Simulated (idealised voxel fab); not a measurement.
Herein follows the process module entitled voxel capacitor over wiring.
The figure presents cross-section cut, which has a width of 175 nm and is divided into square cells with an edge length of 5 nm.
Just so we're on the same page, the cross-sections are grids of square cells, and they're listed out in bands top to bottom, each band one or more rows deep.
The band entry comprises the height of the band's top followed by the height of its bottom, expressed in nm, and subsequently the band's materials from left to right, each stated together with its width in nm. Where a single material is marked with the word "all across", that material fills the band from edge to edge. The word "empty" represents empty space.
Height 0 is the level under which the wafer as received is all one material. The lowest band goes on downwards, as in "0 nm and below".
Width spec "30 to 40" -> top row of cells at first value, bottom row at second value, equal per-row change in between.
"nothing changed" -> step changed no cross-section cell.
Basically, "Unvented cavities" tells you about the enclosed voids: empty spaces with no open way to the top, 8 cells or bigger, each written width x height at distance, where distance is from the left edge, all in nm.
Past the settings on a step's line: simulator remark, on that step.
"overlay nm", when on a step's line for a step with a mask, measures how far to the right of its planned place the mask lay; a negative measure means to the left.
Each pair of cross-sections that follows straddles one process step: the one shows the state before the step, the other the state after it, down to the lowest band that changed and no further. The step in question, and its settings, are given under the pair. Note that a pair is not necessarily a continuation of the pair above it, since pairs can come from different runs of this module on the same starting wafer; it is a continuation only where its entry headed "Pre-step" says so.

Pre-step:
    60 nm to 45 nm | aC: 45  empty: 15  aC: 115
    45 nm to 40 nm | SiCN all across
    40 nm to 30 nm | lowk all across
    30 nm to 15 nm | lowk: 30  SiCN: 5  W: 25  SiCN: 5  lowk: 40  SiCN: 5  W: 25  SiCN: 5  lowk: 35
    15 nm to 10 nm | SiCN: 35  TiN: 25  SiCN: 50  TiN: 25  SiCN: 40
    10 nm to 0 nm | SiO2 all across
    0 nm and below | Si all across
    Unvented cavities: none

Resulting Structure:
    60 nm to 45 nm | aC: 45  empty: 15  aC: 115
    45 nm to 40 nm | SiCN: 45  empty: 15  SiCN: 115
    Lower than 40, everything is as it was.
    Unvented cavities: none
It is this step that lies between the two cross-sections above: DIRECTIONAL_ETCH with etch materials SiCN, depth nm 5

Pre-step: starting point is the after cross-section of the pair just above.

Resulting Structure:
    45 nm to 40 nm | SiCN: 45  empty: 15  SiCN: 115
    Lower than 40, everything is as it was.
    Unvented cavities: none
It is this step that lies between the two cross-sections above: STRIP with etch materials aC

Pre-step: starting point is the after cross-section of the pair just above.

Resulting Structure:
    50 nm to 45 nm | TiN: 45  empty: 15  TiN: 115
    45 nm to 40 nm | SiCN: 45  TiN: 15  SiCN: 115
    Lower than 40, everything is as it was.
    Unvented cavities: none
It is this step that lies between the two cross-sections above: DIRECTIONAL_DEP with material TiN, thk nm 5

Pre-step: starting point is the after cross-section of the pair just above.

Resulting Structure:
    55 nm to 50 nm | Al2O3: 45  empty: 15  Al2O3: 115
    50 nm to 45 nm | TiN: 45  Al2O3: 15  TiN: 115
    Lower than 45, everything is as it was.
    Unvented cavities: none
It is this step that lies between the two cross-sections above: DIRECTIONAL_DEP with material Al2O3, thk nm 5

Pre-step: starting point is the after cross-section of the pair just above.

Resulting Structure:
    60 nm to 55 nm | TiN: 45  empty: 15  TiN: 115
    55 nm to 50 nm | Al2O3: 45  TiN: 15  Al2O3: 115
    Lower than 50, everything is as it was.
    Unvented cavities: none
It is this step that lies between the two cross-sections above: DIRECTIONAL_DEP with material TiN, thk nm 5

Pre-step: starting point is the after cross-section of the pair just above.

Resulting Structure:
    60 nm to 55 nm | empty: 60  TiN: 40  empty: 75
    Lower than 55, everything is as it was.
    Unvented cavities: none
It is this step that lies between the two cross-sections above: MASKED_ETCH with tone cover, mask id UPPER_PLATE, width nm 55, etch materials TiN, depth nm 5, overlay nm 0

Pre-step: starting point is the after cross-section of the pair just above.

Resulting Structure:
    60 nm to 55 nm | empty: 60  TiN: 40  empty: 75
    55 nm to 50 nm | empty: 45  TiN: 15  Al2O3: 40  empty: 75
    Lower than 50, everything is as it was.
    Unvented cavities: none
It is this step that lies between the two cross-sections above: MASKED_ETCH with tone cover, mask id UPPER_PLATE, width nm 55, etch materials Al2O3, depth nm 5, overlay nm 0

Pre-step: starting point is the after cross-section of the pair just above.

Resulting Structure:
    80 nm to 60 nm | empty: 40  resist: 65  empty: 70
    60 nm to 55 nm | empty: 40  resist: 20  TiN: 40  resist: 5  empty: 70
    55 nm to 50 nm | empty: 40  resist: 5  TiN: 15  Al2O3: 40  resist: 5  empty: 70
    Lower than 50, everything is as it was.
    Unvented cavities: none
It is this step that lies between the two cross-sections above: PATTERN with tone cover, mask id LOWER_PLATE, material resist, width nm 65, thk nm 20, overlay nm 0

Pre-step: starting point is the after cross-section of the pair just above.

Resulting Structure:
    80 nm to 60 nm | empty: 40  resist: 65  empty: 70
    60 nm to 55 nm | empty: 40  resist: 20  TiN: 40  resist: 5  empty: 70
    55 nm to 50 nm | empty: 40  resist: 5  TiN: 15  Al2O3: 40  resist: 5  empty: 70
    50 nm to 45 nm | empty: 40  TiN: 5  Al2O3: 15  TiN: 45  empty: 70
    Lower than 45, everything is as it was.
    Unvented cavities: none
It is this step that lies between the two cross-sections above: DIRECTIONAL_ETCH with etch materials TiN, depth nm 5

Pre-step: starting point is the after cross-section of the pair just above.

Resulting Structure:
    60 nm to 55 nm | empty: 60  TiN: 40  empty: 75
    55 nm to 50 nm | empty: 45  TiN: 15  Al2O3: 40  empty: 75
    Lower than 50, everything is as it was.
    Unvented cavities: none
It is this step that lies between the two cross-sections above: STRIP with etch materials resist

Pre-step: starting point is the after cross-section of the pair just above.

Resulting Structure:
    80 nm to 60 nm | SiO2 all across
    60 nm to 55 nm | SiO2: 60  TiN: 40  SiO2: 75
    55 nm to 50 nm | SiO2: 45  TiN: 15  Al2O3: 40  SiO2: 75
    50 nm to 45 nm | SiO2: 40  TiN: 5  Al2O3: 15  TiN: 45  SiO2: 70
    Lower than 45, everything is as it was.
    Unvented cavities: none
It is this step that lies between the two cross-sections above: FILL_DEP with material SiO2, thk nm 20

Pre-step: starting point is the after cross-section of the pair just above.

Resulting Structure:
    75 nm to 60 nm | SiO2 all across
    Lower than 60, everything is as it was.
    Unvented cavities: none
It is this step that lies between the two cross-sections above: CMP with height nm 75

Pre-step: starting point is the after cross-section of the pair just above.

Resulting Structure:
    95 nm to 75 nm | resist: 55  empty: 15  resist: 105
    Lower than 75, everything is as it was.
    Unvented cavities: none
It is this step that lies between the two cross-sections above: PATTERN with tone open, mask id PLUG_2, material resist, width nm 15, thk nm 20, overlay nm 0

Pre-step: starting point is the after cross-section of the pair just above.

Resulting Structure:
    95 nm to 75 nm | resist: 55  empty: 15  resist: 105
    75 nm to 60 nm | SiO2: 55  empty: 15  SiO2: 105
    Lower than 60, everything is as it was.
    Unvented cavities: none
It is this step that lies between the two cross-sections above: DIRECTIONAL_ETCH with etch materials SiO2, depth nm 15

Pre-step: starting point is the after cross-section of the pair just above.

Resulting Structure:
    75 nm to 60 nm | SiO2: 55  empty: 15  SiO2: 105
    Lower than 60, everything is as it was.
    Unvented cavities: none
It is this step that lies between the two cross-sections above: STRIP with etch materials resist

Pre-step: starting point is the after cross-section of the pair just above.

Resulting Structure:
    80 nm to 75 nm | TiN: 60  empty: 5  TiN: 110
    75 nm to 65 nm | SiO2: 55  TiN: 5  empty: 5  TiN: 5  SiO2: 105
    65 nm to 55 nm | SiO2: 55 to 60  TiN: 15 to 40  SiO2: 105 to 75
    Lower than 55, everything is as it was.
    Unvented cavities: none
It is this step that lies between the two cross-sections above: CONFORMAL_DEP with material TiN, thk nm 5

Pre-step: starting point is the after cross-section of the pair just above.

Resulting Structure:
    85 nm to 80 nm | W all across
    80 nm to 75 nm | TiN: 60  W: 5  TiN: 110
    75 nm to 65 nm | SiO2: 55  TiN: 5  W: 5  TiN: 5  SiO2: 105
    Lower than 65, everything is as it was.
    Unvented cavities: none
It is this step that lies between the two cross-sections above: FILL_DEP with material W, thk nm 5

Pre-step: starting point is the after cross-section of the pair just above.

Resulting Structure:
    75 nm to 65 nm | SiO2: 55  TiN: 5  W: 5  TiN: 5  SiO2: 105
    Lower than 65, everything is as it was.
    Unvented cavities: none
It is this step that lies between the two cross-sections above: CMP with height nm 75

Pre-step: starting point is the after cross-section of the pair just above.

Resulting Structure:
    80 nm to 75 nm | SiCN all across
    Lower than 75, everything is as it was.
    Unvented cavities: none
It is this step that lies between the two cross-sections above: CONFORMAL_DEP with material SiCN, thk nm 5

Pre-step:
    40 nm to 35 nm | lowk all across
    35 nm to 30 nm | lowk: 30  SiCN: 35  lowk: 40  SiCN: 35  lowk: 35
    30 nm to 15 nm | lowk: 30  SiCN: 5  W: 25  SiCN: 5  lowk: 40  SiCN: 5  W: 25  SiCN: 5  lowk: 35
    15 nm to 10 nm | SiCN: 35  TiN: 25  SiCN: 50  TiN: 25  SiCN: 40
    10 nm to 0 nm | SiO2 all across
    0 nm and below | Si all across
    Unvented cavities: none

Resulting Structure:
    25 nm to 15 nm | lowk: 30  SiCN: 5  W: 25  SiCN: 5  lowk: 40  SiCN: 5  W: 25  SiCN: 5  lowk: 35
    Lower than 15, everything is as it was.
    Unvented cavities: none
It is this step that lies between the two cross-sections above: CMP with height nm 25

Pre-step: starting point is the after cross-section of the pair just above.

Resulting Structure:
    30 nm to 25 nm | SiCN all across
    Lower than 25, everything is as it was.
    Unvented cavities: none
It is this step that lies between the two cross-sections above: CONFORMAL_DEP with material SiCN, thk nm 5

Pre-step: starting point is the after cross-section of the pair just above.

Resulting Structure:
    40 nm to 30 nm | lowk all across
    Lower than 30, everything is as it was.
    Unvented cavities: none
It is this step that lies between the two cross-sections above: DIRECTIONAL_DEP with material lowk, thk nm 10

Pre-step: starting point is the after cross-section of the pair just above.

Resulting Structure:
    55 nm to 40 nm | aC all across
    Lower than 40, everything is as it was.
    Unvented cavities: none
It is this step that lies between the two cross-sections above: DIRECTIONAL_DEP with material aC, thk nm 15

Pre-step: starting point is the after cross-section of the pair just above.

Resulting Structure:
    90 nm to 55 nm | resist: 45  empty: 15  resist: 115
    Lower than 55, everything is as it was.
    Unvented cavities: none
It is this step that lies between the two cross-sections above: PATTERN with tone open, mask id PLUG_1, material resist, width nm 15, thk nm 35, overlay nm 0

Pre-step: starting point is the after cross-section of the pair just above.

Resulting Structure:
    75 nm to 55 nm | resist: 45  empty: 15  resist: 115
    55 nm to 40 nm | aC: 45  empty: 15  aC: 115
    Lower than 40, everything is as it was.
    Unvented cavities: none
It is this step that lies between the two cross-sections above: DIRECTIONAL_ETCH with etch materials aC, depth nm 15

Pre-step: starting point is the after cross-section of the pair just above.

Resulting Structure:
    55 nm to 40 nm | aC: 45  empty: 15  aC: 115
    Lower than 40, everything is as it was.
    Unvented cavities: none
It is this step that lies between the two cross-sections above: STRIP with etch materials resist

Pre-step: starting point is the after cross-section of the pair just above.

Resulting Structure:
    55 nm to 40 nm | aC: 45  empty: 15  aC: 115
    40 nm to 30 nm | lowk: 45  empty: 15  lowk: 115
    Lower than 30, everything is as it was.
    Unvented cavities: none
It is this step that lies between the two cross-sections above: DIRECTIONAL_ETCH with etch materials lowk, depth nm 10

Pre-step: starting point is the after cross-section of the pair just above.

Resulting Structure:
    55 nm to 40 nm | aC: 45  empty: 15  aC: 115
    40 nm to 30 nm | lowk: 45  empty: 15  lowk: 115
    30 nm to 25 nm | SiCN: 45  empty: 15  SiCN: 115
    Lower than 25, everything is as it was.
    Unvented cavities: none
It is this step that lies between the two cross-sections above: DIRECTIONAL_ETCH with etch materials SiCN, depth nm 5

Pre-step: starting point is the after cross-section of the pair just above.

Resulting Structure:
    40 nm to 30 nm | lowk: 45  empty: 15  lowk: 115
    Lower than 30, everything is as it was.
    Unvented cavities: none
It is this step that lies between the two cross-sections above: STRIP with etch materials aC

Pre-step: starting point is the after cross-section of the pair just above.

Resulting Structure:
    40 nm to 35 nm | lowk: 45  empty: 15  lowk: 115
    35 nm to 30 nm | lowk: 45  Ru: 15  lowk: 115
    30 nm to 25 nm | SiCN: 45  Ru: 15  SiCN: 115
    Lower than 25, everything is as it was.
    Unvented cavities: none
It is this step that lies between the two cross-sections above: EPI with material Ru, thk nm 10

Pre-step: starting point is the after cross-section of the pair just above.

Resulting Structure:
    40 nm to 30 nm | lowk: 45  Ru: 15  lowk: 115
    Lower than 30, everything is as it was.
    Unvented cavities: none
It is this step that lies between the two cross-sections above: EPI with material Ru, thk nm 5

Pre-step: starting point is the after cross-section of the pair just above.

Resulting Structure:
    45 nm to 40 nm | TiN all across
    Lower than 40, everything is as it was.
    Unvented cavities: none
It is this step that lies between the two cross-sections above: DIRECTIONAL_DEP with material TiN, thk nm 5

Pre-step: starting point is the after cross-section of the pair just above.

Resulting Structure:
    50 nm to 45 nm | Al2O3 all across
    Lower than 45, everything is as it was.
    Unvented cavities: none
It is this step that lies between the two cross-sections above: DIRECTIONAL_DEP with material Al2O3, thk nm 5

Pre-step: starting point is the after cross-section of the pair just above.

Resulting Structure:
    55 nm to 50 nm | TiN all across
    Lower than 50, everything is as it was.
    Unvented cavities: none
It is this step that lies between the two cross-sections above: DIRECTIONAL_DEP with material TiN, thk nm 5

Pre-step: starting point is the after cross-section of the pair just above.

Resulting Structure:
    55 nm to 50 nm | empty: 45  TiN: 55  empty: 75
    Lower than 50, everything is as it was.
    Unvented cavities: none
It is this step that lies between the two cross-sections above: MASKED_ETCH with tone cover, mask id UPPER_PLATE, width nm 55, etch materials TiN, depth nm 5, overlay nm 0

Pre-step: starting point is the after cross-section of the pair just above.

Resulting Structure:
    55 nm to 50 nm | empty: 45  TiN: 55  empty: 75
    50 nm to 45 nm | empty: 45  Al2O3: 55  empty: 75
    Lower than 45, everything is as it was.
    Unvented cavities: none
It is this step that lies between the two cross-sections above: MASKED_ETCH with tone cover, mask id UPPER_PLATE, width nm 55, etch materials Al2O3, depth nm 5, overlay nm 0

Pre-step: starting point is the after cross-section of the pair just above.

Resulting Structure:
    75 nm to 55 nm | empty: 40  resist: 65  empty: 70
    55 nm to 50 nm | empty: 40  resist: 5  TiN: 55  resist: 5  empty: 70
    50 nm to 45 nm | empty: 40  resist: 5  Al2O3: 55  resist: 5  empty: 70
    Lower than 45, everything is as it was.
    Unvented cavities: none
It is this step that lies between the two cross-sections above: PATTERN with tone cover, mask id LOWER_PLATE, material resist, width nm 65, thk nm 20, overlay nm 0

Pre-step: starting point is the after cross-section of the pair just above.

Resulting Structure:
    75 nm to 55 nm | empty: 40  resist: 65  empty: 70
    55 nm to 50 nm | empty: 40  resist: 5  TiN: 55  resist: 5  empty: 70
    50 nm to 45 nm | empty: 40  resist: 5  Al2O3: 55  resist: 5  empty: 70
    45 nm to 40 nm | empty: 40  TiN: 65  empty: 70
    Lower than 40, everything is as it was.
    Unvented cavities: none
It is this step that lies between the two cross-sections above: DIRECTIONAL_ETCH with etch materials TiN, depth nm 5

Pre-step: starting point is the after cross-section of the pair just above.

Resulting Structure:
    55 nm to 50 nm | empty: 45  TiN: 55  empty: 75
    50 nm to 45 nm | empty: 45  Al2O3: 55  empty: 75
    Lower than 45, everything is as it was.
    Unvented cavities: none
It is this step that lies between the two cross-sections above: STRIP with etch materials resist

Pre-step: starting point is the after cross-section of the pair just above.

Resulting Structure:
    75 nm to 55 nm | SiO2 all across
    55 nm to 50 nm | SiO2: 45  TiN: 55  SiO2: 75
    50 nm to 45 nm | SiO2: 45  Al2O3: 55  SiO2: 75
    45 nm to 40 nm | SiO2: 40  TiN: 65  SiO2: 70
    Lower than 40, everything is as it was.
    Unvented cavities: none
It is this step that lies between the two cross-sections above: FILL_DEP with material SiO2, thk nm 20

Pre-step: starting point is the after cross-section of the pair just above.

Resulting Structure:
    95 nm to 75 nm | resist: 55  empty: 15  resist: 105
    Lower than 75, everything is as it was.
    Unvented cavities: none
It is this step that lies between the two cross-sections above: PATTERN with tone open, mask id PLUG_2, material resist, width nm 15, thk nm 20, overlay nm 0

Pre-step: starting point is the after cross-section of the pair just above.

Resulting Structure:
    95 nm to 75 nm | resist: 55  empty: 15  resist: 105
    75 nm to 60 nm | SiO2: 55  empty: 15  SiO2: 105
    Lower than 60, everything is as it was.
    Unvented cavities: none
It is this step that lies between the two cross-sections above: DIRECTIONAL_ETCH with etch materials SiO2, depth nm 15

Pre-step: starting point is the after cross-section of the pair just above.

Resulting Structure:
    75 nm to 60 nm | SiO2: 55  empty: 15  SiO2: 105
    Lower than 60, everything is as it was.
    Unvented cavities: none
It is this step that lies between the two cross-sections above: STRIP with etch materials resist

Pre-step: starting point is the after cross-section of the pair just above.

Resulting Structure:
    80 nm to 75 nm | TiN: 60  empty: 5  TiN: 110
    75 nm to 65 nm | SiO2: 55  TiN: 5  empty: 5  TiN: 5  SiO2: 105
    65 nm to 60 nm | SiO2: 55  TiN: 15  SiO2: 105
    Lower than 60, everything is as it was.
    Unvented cavities: none
It is this step that lies between the two cross-sections above: CONFORMAL_DEP with material TiN, thk nm 5

Pre-step: starting point is the after cross-section of the pair just above.

Resulting Structure:
    85 nm to 80 nm | W all across
    80 nm to 75 nm | TiN: 60  W: 5  TiN: 110
    75 nm to 65 nm | SiO2: 55  TiN: 5  W: 5  TiN: 5  SiO2: 105
    Lower than 65, everything is as it was.
    Unvented cavities: none
It is this step that lies between the two cross-sections above: FILL_DEP with material W, thk nm 5

Pre-step: starting point is the after cross-section of the pair just above.

Resulting Structure:
    75 nm to 65 nm | SiO2: 55  TiN: 5  W: 5  TiN: 5  SiO2: 105
    Lower than 65, everything is as it was.
    Unvented cavities: none
It is this step that lies between the two cross-sections above: CMP with height nm 75

Pre-step: starting point is the after cross-section of the pair just above.

Resulting Structure:
    80 nm to 75 nm | SiCN all across
    Lower than 75, everything is as it was.
    Unvented cavities: none
It is this step that lies between the two cross-sections above: CONFORMAL_DEP with material SiCN, thk nm 5

Pre-step:
    75 nm to 60 nm | SiO2 all across
    60 nm to 55 nm | SiO2: 45  TiN: 55  SiO2: 75
    55 nm to 50 nm | SiO2: 45  Al2O3: 55  SiO2: 75
    50 nm to 45 nm | SiO2: 40  TiN: 65  SiO2: 70
    45 nm to 35 nm | lowk: 45  Ru: 15  lowk: 115
    35 nm to 30 nm | SiCN: 45  Ru: 15  SiCN: 115
    30 nm to 15 nm | lowk: 30  SiCN: 5  W: 25  SiCN: 5  lowk: 40  SiCN: 5  W: 25  SiCN: 5  lowk: 35
    15 nm to 10 nm | SiCN: 35  TiN: 25  SiCN: 50  TiN: 25  SiCN: 40
    10 nm to 0 nm | SiO2 all across
    0 nm and below | Si all across
    Unvented cavities: none

Resulting Structure:
    95 nm to 75 nm | resist: 55  empty: 20  resist: 100
    Lower than 75, everything is as it was.
    Unvented cavities: none
It is this step that lies between the two cross-sections above: PATTERN with tone open, mask id PLUG_2, material resist, width nm 20, thk nm 20, overlay nm 0

Pre-step: starting point is the after cross-section of the pair just above.

Resulting Structure:
    95 nm to 75 nm | resist: 55  empty: 20  resist: 100
    75 nm to 60 nm | SiO2: 55  empty: 20  SiO2: 100
    Lower than 60, everything is as it was.
    Unvented cavities: none
It is this step that lies between the two cross-sections above: DIRECTIONAL_ETCH with etch materials SiO2, depth nm 15

Pre-step: starting point is the after cross-section of the pair just above.

Resulting Structure:
    75 nm to 60 nm | SiO2: 55  empty: 20  SiO2: 100
    Lower than 60, everything is as it was.
    Unvented cavities: none
It is this step that lies between the two cross-sections above: STRIP with etch materials resist

Pre-step: starting point is the after cross-section of the pair just above.

Resulting Structure:
    80 nm to 75 nm | TiN: 60  empty: 10  TiN: 105
    75 nm to 65 nm | SiO2: 55  TiN: 5  empty: 10  TiN: 5  SiO2: 100
    65 nm to 55 nm | SiO2: 55 to 45  TiN: 20 to 55  SiO2: 100 to 75
    Lower than 55, everything is as it was.
    Unvented cavities: none
It is this step that lies between the two cross-sections above: CONFORMAL_DEP with material TiN, thk nm 5

Pre-step: starting point is the after cross-section of the pair just above.

Resulting Structure:
    85 nm to 80 nm | W all across
    80 nm to 75 nm | TiN: 60  W: 10  TiN: 105
    75 nm to 65 nm | SiO2: 55  TiN: 5  W: 10  TiN: 5  SiO2: 100
    Lower than 65, everything is as it was.
    Unvented cavities: none
It is this step that lies between the two cross-sections above: FILL_DEP with material W, thk nm 5

Pre-step: starting point is the after cross-section of the pair just above.

Resulting Structure:
    75 nm to 65 nm | SiO2: 55  TiN: 5  W: 10  TiN: 5  SiO2: 100
    Lower than 65, everything is as it was.
    Unvented cavities: none
It is this step that lies between the two cross-sections above: CMP with height nm 75

Pre-step: starting point is the after cross-section of the pair just above.

Resulting Structure:
    80 nm to 75 nm | SiCN all across
    Lower than 75, everything is as it was.
    Unvented cavities: none
It is this step that lies between the two cross-sections above: CONFORMAL_DEP with material SiCN, thk nm 5

Pre-step:
    60 nm to 55 nm | TiN all across
    55 nm to 50 nm | Al2O3 all across
    50 nm to 45 nm | TiN all across
    45 nm to 35 nm | lowk: 45  Ru: 15  lowk: 115
    35 nm to 30 nm | SiCN: 45  Ru: 15  SiCN: 115
    30 nm to 15 nm | lowk: 30  SiCN: 5  W: 25  SiCN: 5  lowk: 40  SiCN: 5  W: 25  SiCN: 5  lowk: 35
    15 nm to 10 nm | SiCN: 35  TiN: 25  SiCN: 50  TiN: 25  SiCN: 40
    10 nm to 0 nm | SiO2 all across
    0 nm and below | Si all across
    Unvented cavities: none

Resulting Structure:
    60 nm to 55 nm | empty: 40  TiN: 55  empty: 80
    Lower than 55, everything is as it was.
    Unvented cavities: none
It is this step that lies between the two cross-sections above: MASKED_ETCH with tone cover, mask id UPPER_PLATE, width nm 55, etch materials TiN, depth nm 5, overlay nm -5

Pre-step: starting point is the after cross-section of the pair just above.

Resulting Structure:
    60 nm to 55 nm | empty: 40  TiN: 55  empty: 80
    55 nm to 50 nm | empty: 40  Al2O3: 60  empty: 75
    Lower than 50, everything is as it was.
    Unvented cavities: none
It is this step that lies between the two cross-sections above: MASKED_ETCH with tone cover, mask id UPPER_PLATE, width nm 55, etch materials Al2O3, depth nm 5, overlay nm 0

Pre-step: starting point is the after cross-section of the pair just above.

Resulting Structure:
    80 nm to 60 nm | empty: 40  resist: 65  empty: 70
    60 nm to 55 nm | empty: 40  TiN: 55  resist: 10  empty: 70
    55 nm to 50 nm | empty: 40  Al2O3: 60  resist: 5  empty: 70
    Lower than 50, everything is as it was.
    Unvented cavities: none
It is this step that lies between the two cross-sections above: PATTERN with tone cover, mask id LOWER_PLATE, material resist, width nm 65, thk nm 20, overlay nm 0

Pre-step: starting point is the after cross-section of the pair just above.

Resulting Structure:
    80 nm to 60 nm | empty: 40  resist: 65  empty: 70
    60 nm to 55 nm | empty: 40  TiN: 55  resist: 10  empty: 70
    55 nm to 50 nm | empty: 40  Al2O3: 60  resist: 5  empty: 70
    50 nm to 45 nm | empty: 40  TiN: 65  empty: 70
    Lower than 45, everything is as it was.
    Unvented cavities: none
It is this step that lies between the two cross-sections above: DIRECTIONAL_ETCH with etch materials TiN, depth nm 5

Pre-step: starting point is the after cross-section of the pair just above.

Resulting Structure:
    60 nm to 55 nm | empty: 40  TiN: 55  empty: 80
    55 nm to 50 nm | empty: 40  Al2O3: 60  empty: 75
    Lower than 50, everything is as it was.
    Unvented cavities: none
It is this step that lies between the two cross-sections above: STRIP with etch materials resist

Pre-step: starting point is the after cross-section of the pair just above.

Resulting Structure:
    80 nm to 60 nm | SiO2 all across
    60 nm to 55 nm | SiO2: 40  TiN: 55  SiO2: 80
    55 nm to 50 nm | SiO2: 40  Al2O3: 60  SiO2: 75
    50 nm to 45 nm | SiO2: 40  TiN: 65  SiO2: 70
    Lower than 45, everything is as it was.
    Unvented cavities: none
It is this step that lies between the two cross-sections above: FILL_DEP with material SiO2, thk nm 20

Pre-step: starting point is the after cross-section of the pair just above.

Resulting Structure:
    75 nm to 60 nm | SiO2 all across
    Lower than 60, everything is as it was.
    Unvented cavities: none
It is this step that lies between the two cross-sections above: CMP with height nm 75

Pre-step: starting point is the after cross-section of the pair just above.

Resulting Structure:
    95 nm to 75 nm | resist: 55  empty: 15  resist: 105
    Lower than 75, everything is as it was.
    Unvented cavities: none
It is this step that lies between the two cross-sections above: PATTERN with tone open, mask id PLUG_2, material resist, width nm 15, thk nm 20, overlay nm 0

Pre-step: starting point is the after cross-section of the pair just above.

Resulting Structure:
    95 nm to 75 nm | resist: 55  empty: 15  resist: 105
    75 nm to 60 nm | SiO2: 55  empty: 15  SiO2: 105
    Lower than 60, everything is as it was.
    Unvented cavities: none
It is this step that lies between the two cross-sections above: DIRECTIONAL_ETCH with etch materials SiO2, depth nm 15

Pre-step: starting point is the after cross-section of the pair just above.

Resulting Structure:
    75 nm to 60 nm | SiO2: 55  empty: 15  SiO2: 105
    Lower than 60, everything is as it was.
    Unvented cavities: none
It is this step that lies between the two cross-sections above: STRIP with etch materials resist

Pre-step: starting point is the after cross-section of the pair just above.

Resulting Structure:
    80 nm to 75 nm | TiN: 60  empty: 5  TiN: 110
    75 nm to 65 nm | SiO2: 55  TiN: 5  empty: 5  TiN: 5  SiO2: 105
    65 nm to 55 nm | SiO2: 55 to 40  TiN: 15 to 55  SiO2: 105 to 80
    Lower than 55, everything is as it was.
    Unvented cavities: none
It is this step that lies between the two cross-sections above: CONFORMAL_DEP with material TiN, thk nm 5

Pre-step: starting point is the after cross-section of the pair just above.

Resulting Structure:
    85 nm to 80 nm | W all across
    80 nm to 75 nm | TiN: 60  W: 5  TiN: 110
    75 nm to 65 nm | SiO2: 55  TiN: 5  W: 5  TiN: 5  SiO2: 105
    Lower than 65, everything is as it was.
    Unvented cavities: none
It is this step that lies between the two cross-sections above: FILL_DEP with material W, thk nm 5

Pre-step: starting point is the after cross-section of the pair just above.

Resulting Structure:
    75 nm to 65 nm | SiO2: 55  TiN: 5  W: 5  TiN: 5  SiO2: 105
    Lower than 65, everything is as it was.
    Unvented cavities: none
It is this step that lies between the two cross-sections above: CMP with height nm 75

Pre-step: starting point is the after cross-section of the pair just above.

Resulting Structure:
    80 nm to 75 nm | SiCN all across
    Lower than 75, everything is as it was.
    Unvented cavities: none
It is this step that lies between the two cross-sections above: CONFORMAL_DEP with material SiCN, thk nm 5

Pre-step:
    50 nm to 45 nm | TiN all across
    45 nm to 35 nm | lowk: 45  Ru: 15  lowk: 115
    35 nm to 30 nm | SiCN: 45  Ru: 15  SiCN: 115
    30 nm to 15 nm | lowk: 30  SiCN: 5  W: 25  SiCN: 5  lowk: 40  SiCN: 5  W: 25  SiCN: 5  lowk: 35
    15 nm to 10 nm | SiCN: 35  TiN: 25  SiCN: 50  TiN: 25  SiCN: 40
    10 nm to 0 nm | SiO2 all across
    0 nm and below | Si all across
    Unvented cavities: none

Resulting Structure:
    55 nm to 45 nm | TiN all across
    Lower than 45, everything is as it was.
    Unvented cavities: none
It is this step that lies between the two cross-sections above: DIRECTIONAL_DEP with material TiN, thk nm 5

Pre-step: starting point is the after cross-section of the pair just above.

Resulting Structure:
    60 nm to 45 nm | TiN all across
    Lower than 45, everything is as it was.
    Unvented cavities: none
It is this step that lies between the two cross-sections above: DIRECTIONAL_DEP with material TiN, thk nm 5

Pre-step: starting point is the after cross-section of the pair just above.

Resulting Structure:
    60 nm to 55 nm | empty: 45  TiN: 55  empty: 75
    Lower than 55, everything is as it was.
    Unvented cavities: none
It is this step that lies between the two cross-sections above: MASKED_ETCH with tone cover, mask id UPPER_PLATE, width nm 55, etch materials TiN, depth nm 5, overlay nm 0

Pre-step: starting point is the after cross-section of the pair just above.

Resulting Structure:
    80 nm to 60 nm | empty: 40  resist: 65  empty: 70
    60 nm to 55 nm | empty: 40  resist: 5  TiN: 55  resist: 5  empty: 70
    Lower than 55, everything is as it was.
    Unvented cavities: none
It is this step that lies between the two cross-sections above: PATTERN with tone cover, mask id LOWER_PLATE, material resist, width nm 65, thk nm 20, overlay nm 0

Pre-step: starting point is the after cross-section of the pair just above.

Resulting Structure:
    80 nm to 60 nm | empty: 40  resist: 65  empty: 70
    60 nm to 55 nm | empty: 40  resist: 5  TiN: 55  resist: 5  empty: 70
    55 nm to 50 nm | empty: 40  TiN: 65  empty: 70
    Lower than 50, everything is as it was.
    Unvented cavities: none
It is this step that lies between the two cross-sections above: DIRECTIONAL_ETCH with etch materials TiN, depth nm 5

Pre-step: starting point is the after cross-section of the pair just above.

Resulting Structure:
    60 nm to 50 nm | empty: 45 to 40  TiN: 55 to 65  empty: 75 to 70
    Lower than 50, everything is as it was.
    Unvented cavities: none
It is this step that lies between the two cross-sections above: STRIP with etch materials resist

Pre-step: starting point is the after cross-section of the pair just above.

Resulting Structure:
    80 nm to 60 nm | SiO2 all across
    60 nm to 50 nm | SiO2: 45 to 40  TiN: 55 to 65  SiO2: 75 to 70
    Lower than 50, everything is as it was.
    Unvented cavities: none
It is this step that lies between the two cross-sections above: FILL_DEP with material SiO2, thk nm 20

Pre-step: starting point is the after cross-section of the pair just above.

Resulting Structure:
    75 nm to 60 nm | SiO2 all across
    Lower than 60, everything is as it was.
    Unvented cavities: none
It is this step that lies between the two cross-sections above: CMP with height nm 75

Pre-step: starting point is the after cross-section of the pair just above.

Resulting Structure:
    95 nm to 75 nm | resist: 55  empty: 15  resist: 105
    Lower than 75, everything is as it was.
    Unvented cavities: none
It is this step that lies between the two cross-sections above: PATTERN with tone open, mask id PLUG_2, material resist, width nm 15, thk nm 20, overlay nm 0

Pre-step: starting point is the after cross-section of the pair just above.

Resulting Structure:
    95 nm to 75 nm | resist: 55  empty: 15  resist: 105
    75 nm to 60 nm | SiO2: 55  empty: 15  SiO2: 105
    Lower than 60, everything is as it was.
    Unvented cavities: none
It is this step that lies between the two cross-sections above: DIRECTIONAL_ETCH with etch materials SiO2, depth nm 15

Pre-step: starting point is the after cross-section of the pair just above.

Resulting Structure:
    75 nm to 60 nm | SiO2: 55  empty: 15  SiO2: 105
    Lower than 60, everything is as it was.
    Unvented cavities: none
It is this step that lies between the two cross-sections above: STRIP with etch materials resist

Pre-step: starting point is the after cross-section of the pair just above.

Resulting Structure:
    80 nm to 75 nm | TiN: 60  empty: 5  TiN: 110
    75 nm to 65 nm | SiO2: 55  TiN: 5  empty: 5  TiN: 5  SiO2: 105
    65 nm to 55 nm | SiO2: 55 to 45  TiN: 15 to 55  SiO2: 105 to 75
    Lower than 55, everything is as it was.
    Unvented cavities: none
It is this step that lies between the two cross-sections above: CONFORMAL_DEP with material TiN, thk nm 5
